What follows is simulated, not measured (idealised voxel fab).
Process module name: voxel lift off
The cross-section shown here is cut; it is 190 nm wide and divided into square cells measuring 5 nm on a side.
A cross-section is written here as square cells arranged in a grid, and it is given in bands from the top down, each band taking up one or more rows of cells.
Read a band's entry like this: the first values are the height of its top and the height of its bottom in nm, and what follows is the sequence of materials from left to right, each with its width in nm. Note that "air" is empty space, and that a single material marked "full width" reaches across the band from edge to edge.
Heights are reckoned from 0. Under this level, the received wafer is all of one material. The bottommost band is open-ended downward, for example "0 and below".
Read "30 to 40" as a graded width: first number on top, second number at the bottom, same change between each pair of neighbouring rows.
When a step is marked "remained the same", none of the cells in the cross-section changed during that step.
The label "Unvented internal voids" introduces a list of the empty spaces, 8 cells or larger, that have no open way up to the top; each entry in it reads width x height at distance, where the distance is taken from the left edge and all three are stated in nm.
The remark found on a step's line after its settings is issued by the simulator itself and pertains to that step.
overlay nm: mask offset rightward from planned place, masked step; negative means leftward offset.
## The following list gives the planned process steps
1. RECEIVE: material Si
2. CONFORMAL_DEP: material Al2O3, thk nm 5
3. PATTERN: tone open, mask id LINES, material resist, width nm 30, pitch nm 55, thk nm 20, overlay nm 0
4. DIRECTIONAL_DEP: material Ru, thk nm 10
5. STRIP: etch materials resist
6. CONFORMAL_DEP: material SiCN, thk nm 5
## On the first of the two wafers: run conducted according to plan
## Wafer cross-section on receipt, i.e. after step 1
* 0 and below = Si full width
* Unvented internal voids: none
## Step 2 complete: cross-section through the wafer
* 5 down to 0 = Al2O3 full width
* Under 0: no change, same as before.
## Step 3 complete: cross-section through the wafer
* 25 down to 5 = resist: 50, then air: 30, then resist: 25, then air: 30, then resist: 55
* Under 5: no change, same as before.
## Step 4 complete: cross-section through the wafer
* 35 down to 25 = Ru: 50, then air: 30, then Ru: 25, then air: 30, then Ru: 55
* 25 down to 15 = resist: 50, then air: 30, then resist: 25, then air: 30, then resist: 55
* 15 down to 5 = resist: 50, then Ru: 30, then resist: 25, then Ru: 30, then resist: 55
* Under 5: no change, same as before.
## Step 5 complete: cross-section through the wafer
* 15 down to 5 = air: 50, then Ru: 30, then air: 25, then Ru: 30, then air: 55
* Under 5: no change, same as before.
## Step 6 complete: cross-section through the wafer
* 20 down to 15 = air: 45, then SiCN: 40, then air: 15, then SiCN: 40, then air: 50
* 15 down to 10 = air: 45, then SiCN: 5, then Ru: 30, then SiCN: 5, then air: 15, then SiCN: 5, then Ru: 30, then SiCN: 5, then air: 50
* 10 down to 5 = SiCN: 50, then Ru: 30, then SiCN: 25, then Ru: 30, then SiCN: 55
* Under 5: no change, same as before.
## Second wafer. Start and plan as for the first. One mistake made in running. Agrees with the first up to and including step 5
Cross-section of the second wafer at the time step 6 of the plan should have ended: remained the same
In executing the process, a mistake was made relative to the plan: step 6 was dropped from the plan's execution and never run
Looking at both finished wafers in cells, the second ends up ahead of or behind the first on some materials: SiCN: 46 fewer
